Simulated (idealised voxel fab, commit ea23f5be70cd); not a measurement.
The document below concerns the process module designated voxel released beams.
cross-section cut | 255 nm wide | cells 5 nm
A cross-section in this document is a grid of square cells, and it is written down as bands, the top band listed before the ones below it; a band is made up of one or more rows of cells. Band entry format. Leading values: height of top, height of bottom, nm. Remainder: materials in left-to-right order, each with its width in nm. Special words: "throughout" on a single material, which then fills the band edge to edge; "blank", empty space. Basically, 0 is our baseline, since under it the wafer straight out of the box is all one material. The bottom band has no lower end and keeps on going down, so it looks like "from 0 down". You'd read "30->40" like this: the band's top row of cells is as wide as the first number, its bottom row is as wide as the second, and going down, every row changes width by the same amount as the row before did. Any step labelled "identical to before" changed none of the cells in the cross-section. Closed-off voids of 8+ cells (no open route to the top) go in "Voids, fully enclosed", written width x height at distance from the left edge, in nm. That trailing text on a step's line, after the settings, is the simulator's own remark on the step. A step line may carry the setting "overlay nm", which, for steps involving a mask, states the distance by which the mask lay to the right of its intended position; negative values denote displacement to the left.

### Process steps foreseen in the plan
- 1: RECEIVE (material Si)
- 2: CONFORMAL_DEP (material SiN; thk nm 5)
- 3: DIRECTIONAL_DEP (material SiO2; thk nm 20)
- 4: MASKED_ETCH (tone open; mask id ANCHOR; width nm 35; etch materials SiO2; depth nm 20; overlay nm 0)
- 5: CONFORMAL_DEP (material W; thk nm 10)
- 6: DIRECTIONAL_DEP (material aC; thk nm 15)
- 7: PATTERN (tone cover; mask id BEAM; material resist; width nm 85; thk nm 30; overlay nm 0)
- 8: DIRECTIONAL_ETCH (etch materials aC; depth nm 15)
- 9: STRIP (etch materials resist)
- 10: DIRECTIONAL_ETCH (etch materials W; depth nm 10)
- 11: STRIP (etch materials aC)
- 12: STRIP (etch materials SiO2)

### Wafer as received: cross-section following step 1
- from 0 down = Si throughout
- Voids, fully enclosed: none

### Post-module cross-section of the first of two wafers (run per plan)
- from 35 to 25 = blank (80), W (15), blank (15), W (55), blank (90)
- from 25 to 15 = blank (85), W (10), blank (15), W (10), blank (135)
- from 15 to 5 = blank (85), W (35), blank (135)
- from 5 to 0 = SiN throughout
- from 0 down = Si throughout
- Voids, fully enclosed: none

### Wafer two, end of module, cross-section. Same start, same plan as wafer one. One mistake in the run
- from 35 to 25 = blank (80), W (85), blank (90)
- from 25 to 20 = SiN throughout
- from 20 to 0 = SiO2 throughout
- from 0 down = Si throughout
- Voids, fully enclosed: none
Run error: step 2 ran in the slot meant for step 3, and vice versa
End of process, cell counts, second wafer against first, materials with more or fewer: 204 more of SiO2, 16 fewer of W
